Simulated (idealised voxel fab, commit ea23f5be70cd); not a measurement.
The process module that follows is named voxel spacer lines.
Pictured: cross-section cut, 150 nm wide, on a grid of 5 nm square cells.
In what follows, cross-sections appear as grids of square cells, described through bands that run from the top down, where every band is one or more rows of cells. Quick guide to a band line: top height, bottom height (nm) up front; then every material left to right with its width in nm. Only one material and it's marked "edge to edge"? Then it fills the band edge to edge. And "blank" just means empty space. Measure heights from 0. That's the level where, below it, the as-received wafer is all one material. The lowest band is bottomless and extends downward; write it as in "from 0 down". Per-row width for "30 to 40": begins at first number (top row of band), ends at second number (bottom row), increment between rows held constant. Reading "stayed the same" for a step: not a cell of the cross-section changed in it. "Enclosed void entries" contains a list of empty spaces, each no smaller than 8 cells and without an open way to the top, written in the form width x height at distance with the distance from the left edge and all three in nm. Step line, after settings: the simulator's comment on this step. overlay nm: step with mask; distance mask lay right of planned place; negative value = left of planned place.

# Intended process steps
1. op RECEIVE | material Si
2. op CONFORMAL_DEP | material Al2O3 | thk nm 10
3. op DIRECTIONAL_DEP | material SiN | thk nm 10
4. op DIRECTIONAL_DEP | material polySi | thk nm 25
5. op PATTERN | tone cover | mask id MANDREL | material resist | width nm 15 | pitch nm 60 | thk nm 30 | overlay nm 0
6. op DIRECTIONAL_ETCH | etch materials polySi | depth nm 25
7. op STRIP | etch materials resist
8. op CONFORMAL_DEP | material SiO2 | thk nm 15
9. op DIRECTIONAL_ETCH | etch materials SiO2 | depth nm 15
10. op STRIP | etch materials polySi
11. op DIRECTIONAL_ETCH | etch materials SiN | depth nm 10
12. op STRIP | etch materials SiO2
13. op FILL_DEP | material SiO2 | thk nm 10
14. op CMP | height nm 20

# Run as planned: first of two wafers

# This is the cross-section of the wafer as we received it, i.e. after step 1
    from 0 down: Si edge to edge
    Enclosed void entries: none

# Cross-section through the wafer, step 2 finished
    from 10 to 0: Al2O3 edge to edge
    Whatever lies below 0 is exactly as it was before.

# Cross-section through the wafer, step 3 finished
    from 20 to 10: SiN edge to edge
    Whatever lies below 10 is exactly as it was before.

# Cross-section through the wafer, step 4 finished
    from 45 to 20: polySi edge to edge
    Whatever lies below 20 is exactly as it was before.

# Cross-section through the wafer, step 5 finished
    from 75 to 45: blank 35 nm  resist 15 nm  blank 45 nm  resist 15 nm  blank 40 nm
    Whatever lies below 45 is exactly as it was before.

# Cross-section through the wafer, step 6 finished
    from 75 to 45: blank 35 nm  resist 15 nm  blank 45 nm  resist 15 nm  blank 40 nm
    from 45 to 20: blank 35 nm  polySi 15 nm  blank 45 nm  polySi 15 nm  blank 40 nm
    Whatever lies below 20 is exactly as it was before.

# Cross-section through the wafer, step 7 finished
    from 45 to 20: blank 35 nm  polySi 15 nm  blank 45 nm  polySi 15 nm  blank 40 nm
    Whatever lies below 20 is exactly as it was before.

# Cross-section through the wafer, step 8 finished
    from 60 to 45: blank 20 nm  SiO2 45 nm  blank 15 nm  SiO2 45 nm  blank 25 nm
    from 45 to 35: blank 20 nm  SiO2 15 nm  polySi 15 nm  SiO2 15 nm  blank 15 nm  SiO2 15 nm  polySi 15 nm  SiO2 15 nm  blank 25 nm
    from 35 to 20: SiO2 35 nm  polySi 15 nm  SiO2 45 nm  polySi 15 nm  SiO2 40 nm
    Whatever lies below 20 is exactly as it was before.

# Cross-section through the wafer, step 9 finished
    from 45 to 20: blank 20 nm  SiO2 15 nm  polySi 15 nm  SiO2 15 nm  blank 15 nm  SiO2 15 nm  polySi 15 nm  SiO2 15 nm  blank 25 nm
    Whatever lies below 20 is exactly as it was before.

# Cross-section through the wafer, step 10 finished
    from 45 to 20: blank 20 nm  SiO2 15 nm  blank 15 nm  SiO2 15 nm  blank 15 nm  SiO2 15 nm  blank 15 nm  SiO2 15 nm  blank 25 nm
    Whatever lies below 20 is exactly as it was before.

# Cross-section through the wafer, step 11 finished
    from 45 to 20: blank 20 nm  SiO2 15 nm  blank 15 nm  SiO2 15 nm  blank 15 nm  SiO2 15 nm  blank 15 nm  SiO2 15 nm  blank 25 nm
    from 20 to 10: blank 20 nm  SiN 15 nm  blank 15 nm  SiN 15 nm  blank 15 nm  SiN 15 nm  blank 15 nm  SiN 15 nm  blank 25 nm
    Whatever lies below 10 is exactly as it was before.

# Cross-section through the wafer, step 12 finished
    from 20 to 10: blank 20 nm  SiN 15 nm  blank 15 nm  SiN 15 nm  blank 15 nm  SiN 15 nm  blank 15 nm  SiN 15 nm  blank 25 nm
    Whatever lies below 10 is exactly as it was before.

# Cross-section through the wafer, step 13 finished
    from 30 to 20: SiO2 edge to edge
    from 20 to 10: SiO2 20 nm  SiN 15 nm  SiO2 15 nm  SiN 15 nm  SiO2 15 nm  SiN 15 nm  SiO2 15 nm  SiN 15 nm  SiO2 25 nm
    Whatever lies below 10 is exactly as it was before.

# Cross-section through the wafer, step 14 finished
    from 20 to 10: SiO2 20 nm  SiN 15 nm  SiO2 15 nm  SiN 15 nm  SiO2 15 nm  SiN 15 nm  SiO2 15 nm  SiN 15 nm  SiO2 25 nm
    Whatever lies below 10 is exactly as it was before.

# Second of two: same start, same plan, one run error; steps up to and including 1 match the first

# Planned end of step 2: second wafer, cross-section
    from 10 to 0: polySi edge to edge
    Whatever lies below 0 is exactly as it was before.

# Planned end of step 3: second wafer, cross-section
    from 20 to 10: SiN edge to edge
    Whatever lies below 10 is exactly as it was before.

# Planned end of step 4: second wafer, cross-section
    from 45 to 20: polySi edge to edge
    Whatever lies below 20 is exactly as it was before.

# Planned end of step 5: second wafer, cross-section
    from 75 to 45: blank 35 nm  resist 15 nm  blank 45 nm  resist 15 nm  blank 40 nm
    Whatever lies below 45 is exactly as it was before.

# Planned end of step 6: second wafer, cross-section
    from 75 to 45: blank 35 nm  resist 15 nm  blank 45 nm  resist 15 nm  blank 40 nm
    from 45 to 20: blank 35 nm  polySi 15 nm  blank 45 nm  polySi 15 nm  blank 40 nm
    Whatever lies below 20 is exactly as it was before.

# Planned end of step 7: second wafer, cross-section
    from 45 to 20: blank 35 nm  polySi 15 nm  blank 45 nm  polySi 15 nm  blank 40 nm
    Whatever lies below 20 is exactly as it was before.

# Planned end of step 8: second wafer, cross-section
    from 60 to 45: blank 20 nm  SiO2 45 nm  blank 15 nm  SiO2 45 nm  blank 25 nm
    from 45 to 35: blank 20 nm  SiO2 15 nm  polySi 15 nm  SiO2 15 nm  blank 15 nm  SiO2 15 nm  polySi 15 nm  SiO2 15 nm  blank 25 nm
    from 35 to 20: SiO2 35 nm  polySi 15 nm  SiO2 45 nm  polySi 15 nm  SiO2 40 nm
    Whatever lies below 20 is exactly as it was before.

# Planned end of step 9: second wafer, cross-section
    from 45 to 20: blank 20 nm  SiO2 15 nm  polySi 15 nm  SiO2 15 nm  blank 15 nm  SiO2 15 nm  polySi 15 nm  SiO2 15 nm  blank 25 nm
    Whatever lies below 20 is exactly as it was before.

# Planned end of step 10: second wafer, cross-section
    from 45 to 20: blank 20 nm  SiO2 15 nm  blank 15 nm  SiO2 15 nm  blank 15 nm  SiO2 15 nm  blank 15 nm  SiO2 15 nm  blank 25 nm
    Whatever lies below 20 is exactly as it was before.

# Planned end of step 11: second wafer, cross-section
    from 45 to 20: blank 20 nm  SiO2 15 nm  blank 15 nm  SiO2 15 nm  blank 15 nm  SiO2 15 nm  blank 15 nm  SiO2 15 nm  blank 25 nm
    from 20 to 10: blank 20 nm  SiN 15 nm  blank 15 nm  SiN 15 nm  blank 15 nm  SiN 15 nm  blank 15 nm  SiN 15 nm  blank 25 nm
    Whatever lies below 10 is exactly as it was before.

# Planned end of step 12: second wafer, cross-section
    from 20 to 10: blank 20 nm  SiN 15 nm  blank 15 nm  SiN 15 nm  blank 15 nm  SiN 15 nm  blank 15 nm  SiN 15 nm  blank 25 nm
    Whatever lies below 10 is exactly as it was before.

# Planned end of step 13: second wafer, cross-section
    from 30 to 20: SiO2 edge to edge
    from 20 to 10: SiO2 20 nm  SiN 15 nm  SiO2 15 nm  SiN 15 nm  SiO2 15 nm  SiN 15 nm  SiO2 15 nm  SiN 15 nm  SiO2 25 nm
    Whatever lies below 10 is exactly as it was before.

# Planned end of step 14: second wafer, cross-section
    from 20 to 10: SiO2 20 nm  SiN 15 nm  SiO2 15 nm  SiN 15 nm  SiO2 15 nm  SiN 15 nm  SiO2 15 nm  SiN 15 nm  SiO2 25 nm
    Whatever lies below 10 is exactly as it was before.
Nonconformance to the process plan: step 2 did not happen as planned, as run it was op CONFORMAL_DEP | material polySi | thk nm 10
Bottom line after processing is that, in cells, the second wafer is up or down on some materials versus the first: Al2O3 -60, polySi +60
